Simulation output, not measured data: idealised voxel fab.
Module name: voxel quadruple lines (process module)
Section cut is 255 nm wide and gridded with 5 nm square cells.
Reading order for cross-sections: top band down to bottom band. Underlying form: a grid of square cells. Band size: one or more rows of cells.
Per band: top height and bottom height in nm, followed by the left-to-right materials and their widths in nm; "edge to edge" marks a single material spanning edge to edge, "air" marks empty space.
Height reference: 0 = level under which incoming wafer is all one material. Lowest band: no bottom, runs on downward, e.g. "0..down".
So if you see something like "30..40" for the width, read it as the top row of the band sitting at the first number and the bottom row at the second, with every row in between moving by the same amount as the last.
"no alteration" (step): cross-section cells unchanged, all of them.
Empty spaces without an open route to the top, at least 8 cells in extent, make up the entry "Trapped voids"; each is given as width x height at distance, where the distance is measured from the left edge, and all are in nm.
after a step's settings: what the simulator itself notes on the step
"overlay nm" on a masked step: distance the mask lay right of its planned place, negative for left.
Process steps foreseen in the plan:
1) op RECEIVE | material Si
2) op CONFORMAL_DEP | material Al2O3 | thk nm 10
3) op DIRECTIONAL_DEP | material W | thk nm 15
4) op DIRECTIONAL_DEP | material polySi | thk nm 15
5) op DIRECTIONAL_DEP | material aC | thk nm 20
6) op PATTERN | tone cover | mask id MANDREL | material resist | width nm 20 | thk nm 30 | overlay nm 0
7) op DIRECTIONAL_ETCH | etch materials aC | depth nm 20
8) op STRIP | etch materials resist
9) op CONFORMAL_DEP | material SiO2 | thk nm 10
10) op DIRECTIONAL_ETCH | etch materials SiO2 | depth nm 10
11) op STRIP | etch materials aC
12) op DIRECTIONAL_ETCH | etch materials polySi | depth nm 15
13) op STRIP | etch materials SiO2
14) op CONFORMAL_DEP | material SiN | thk nm 10
15) op DIRECTIONAL_ETCH | etch materials SiN | depth nm 10
16) op STRIP | etch materials polySi
17) op DIRECTIONAL_ETCH | etch materials W | depth nm 15
18) op STRIP | etch materials SiN
All wafers enter the flow in the same state. The width nm at step 6 differs from wafer to wafer, and the plan gives the value for the first wafer.
The first of several wafers, as received after step 1, seen in section:
> 0..down = Si edge to edge
> Trapped voids: none
The rows of the table below are wafers. Looking at the end of the module, a row counts, for every material, the cells the wafer has gained, shown as (+), or lost, shown as (-), since it was received; its closed voids come next:
width nm 20; +102 Al2O3; +24 W; Trapped voids: none
width nm 25; +102 Al2O3; +24 W; Trapped voids: none
width nm 30; +102 Al2O3; +24 W; Trapped voids: none
width nm 35; +102 Al2O3; +24 W; Trapped voids: none
width nm 40; +102 Al2O3; +24 W; Trapped voids: none
width nm 45; +102 Al2O3; +24 W; Trapped voids: none
